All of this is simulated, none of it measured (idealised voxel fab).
voxel wiring stack: a process module
Square cell edge 5 nm, section width 185 nm, ID cut.
Reading order for cross-sections: top band down to bottom band. Underlying form: a grid of square cells. Band size: one or more rows of cells. Within each band entry, the heights of the top and of the bottom of the band appear first, in that order and in nm; the materials of the band then follow from left to right, each with its corresponding width in nm. The designation "full width" on a single material indicates that it fills the band from edge to edge; the designation "empty" indicates empty space. Heights from 0 (as-received wafer is one material below). Bottom band endless downward, as "0 down". Read "30..40" as a graded width: first number on top, second number at the bottom, same change between each pair of neighbouring rows. Take "remained unchanged" at face value: in the step it is given for, the cross-section changed in none of its cells. What "Non-vented voids" gives you is every empty space of 8 cells or more that is cut off from the top. Each appears as width x height at distance, with the distance taken from the left edge and width, height and distance all in nm. Past the settings on a step's line: simulator remark, on that step. overlay nm: mask right of planned place by this much (step with mask). Neg. = left.

The following list gives the planned process steps
1. RECEIVE [material Si]
2. CONFORMAL_DEP [material SiO2] [thk nm 15]
3. DIRECTIONAL_DEP [material TiN] [thk nm 5]
4. DIRECTIONAL_DEP [material W] [thk nm 15]
5. PATTERN [tone cover] [mask id METAL_1] [material resist] [width nm 20] [pitch nm 45] [thk nm 20] [overlay nm 0]
6. DIRECTIONAL_ETCH [etch materials W] [depth nm 15]
7. DIRECTIONAL_ETCH [etch materials TiN] [depth nm 5]
8. STRIP [etch materials resist]
9. CONFORMAL_DEP [material SiN] [thk nm 5]
10. FILL_DEP [material lowk] [thk nm 5]
11. CMP [height nm 35]
12. CONFORMAL_DEP [material SiCN] [thk nm 5]
13. DIRECTIONAL_DEP [material SiO2] [thk nm 35]
14. MASKED_ETCH [tone open] [mask id METAL_2] [width nm 20] [pitch nm 45] [etch materials SiO2] [depth nm 20] [overlay nm 0]
15. DIRECTIONAL_DEP [material aC] [thk nm 15]
16. PATTERN [tone open] [mask id METAL_2_HOLES] [material resist] [width nm 15] [pitch nm 45] [thk nm 35] [overlay nm 0]
17. DIRECTIONAL_ETCH [etch materials aC] [depth nm 15]
18. STRIP [etch materials resist]
19. DIRECTIONAL_ETCH [etch materials SiO2] [depth nm 15]
20. DIRECTIONAL_ETCH [etch materials SiCN] [depth nm 5]
21. STRIP [etch materials aC]
22. CONFORMAL_DEP [material TiN] [thk nm 5]
23. FILL_DEP [material Cu] [thk nm 5]
24. CMP [height nm 75]
25. CONFORMAL_DEP [material SiCN] [thk nm 5]
26. DIRECTIONAL_DEP [material lowk] [thk nm 10]
27. PATTERN [tone open] [mask id PLUG_2] [material resist] [width nm 15] [thk nm 20] [overlay nm 0]
28. DIRECTIONAL_ETCH [etch materials lowk] [depth nm 10]
29. DIRECTIONAL_ETCH [etch materials SiCN] [depth nm 5]
30. STRIP [etch materials resist]
31. CONFORMAL_DEP [material TiN] [thk nm 5]
32. FILL_DEP [material W] [thk nm 5]
33. CMP [height nm 90]
34. CONFORMAL_DEP [material SiCN] [thk nm 5]
35. DIRECTIONAL_DEP [material SiO2] [thk nm 25]
36. PATTERN [tone open] [mask id METAL_3] [material resist] [width nm 20] [pitch nm 45] [thk nm 20] [overlay nm 0]
37. DIRECTIONAL_ETCH [etch materials SiO2] [depth nm 25]
38. DIRECTIONAL_ETCH [etch materials SiCN] [depth nm 5]
39. STRIP [etch materials resist]
40. CONFORMAL_DEP [material TiN] [thk nm 5]
41. FILL_DEP [material Cu] [thk nm 10]
42. CMP [height nm 120]
43. CONFORMAL_DEP [material SiCN] [thk nm 5]
44. DIRECTIONAL_DEP [material lowk] [thk nm 10]
45. PATTERN [tone open] [mask id PLUG_3] [material resist] [width nm 15] [pitch nm 45] [thk nm 15] [overlay nm 0]
46. DIRECTIONAL_ETCH [etch materials lowk] [depth nm 10]
47. DIRECTIONAL_ETCH [etch materials SiCN] [depth nm 5]
48. STRIP [etch materials resist]
49. EPI [material Ru] [thk nm 10]
50. EPI [material Ru] [thk nm 5]
51. DIRECTIONAL_DEP [material TiN] [thk nm 5]
52. DIRECTIONAL_DEP [material W] [thk nm 25]
53. MASKED_ETCH [tone cover] [mask id METAL_4] [width nm 20] [pitch nm 45] [etch materials W] [depth nm 25] [overlay nm 0]
54. MASKED_ETCH [tone cover] [mask id METAL_4] [width nm 20] [pitch nm 45] [etch materials TiN] [depth nm 5] [overlay nm 0]
55. CONFORMAL_DEP [material SiN] [thk nm 5]
56. FILL_DEP [material SiO2] [thk nm 10]
57. CMP [height nm 165]
58. CONFORMAL_DEP [material SiN] [thk nm 5]

Delivered wafer in cross-section: state after step 1
  0 down  Si full width
  Non-vented voids: none

Cross-section at module end, one run error; start and plan unchanged from above
  170 to 165  SiN full width
  165 to 140  55 SiO2, then 5 SiN, then 20 W, then 5 SiN, then 15 SiO2, then 5 SiN, then 20 W, then 5 SiN, then 55 SiO2
  140 to 135  60 SiN, then 20 TiN, then 25 SiN, then 20 TiN, then 60 SiN
  135 to 125  60 lowk, then 15 Ru, then 30 lowk, then 15 Ru, then 65 lowk
  125 to 120  60 SiCN, then 15 Ru, then 30 SiCN, then 15 Ru, then 65 SiCN
  120 to 95  60 SiO2, then 5 TiN, then 10 Cu, then 5 TiN, then 25 SiO2, then 5 TiN, then 10 Cu, then 5 TiN, then 60 SiO2
  95 to 90  60 SiCN, then 20 TiN, then 25 SiCN, then 20 TiN, then 60 SiCN
  90 to 80  55 lowk, then 5 TiN, then 15 W, then 5 TiN, then 105 lowk
  80 to 75  55 SiCN, then 25 TiN, then 105 SiCN
  75 to 60  60 SiO2, then 5 TiN, then 10 Cu, then 5 TiN, then 25 SiO2, then 5 TiN, then 10 Cu, then 5 TiN, then 60 SiO2
  60 to 55  60 SiO2, then 5 TiN, then 5 Cu, then 10 TiN, then 25 SiO2, then 5 TiN, then 5 Cu, then 10 TiN, then 60 SiO2
  55 to 40  60 SiO2, then 5 TiN, then 5 Cu, then 5 TiN, then 30 SiO2, then 5 TiN, then 5 Cu, then 5 TiN, then 65 SiO2
  40 to 35  60 SiCN, then 15 TiN, then 30 SiCN, then 15 TiN, then 65 SiCN
  35 to 20  55 lowk, then 5 SiN, then 20 W, then 5 SiN, then 15 lowk, then 5 SiN, then 20 W, then 5 SiN, then 55 lowk
  20 to 15  60 SiN, then 20 TiN, then 25 SiN, then 20 TiN, then 60 SiN
  15 to 0  SiO2 full width
  0 down  Si full width
  Non-vented voids: none
The mistake made against the process plan was this: step 27 was run on a setting that differed from the plan, and what really ran there is PATTERN [tone open] [mask id PLUG_2] [material resist] [width nm 25] [thk nm 20] [overlay nm 0]
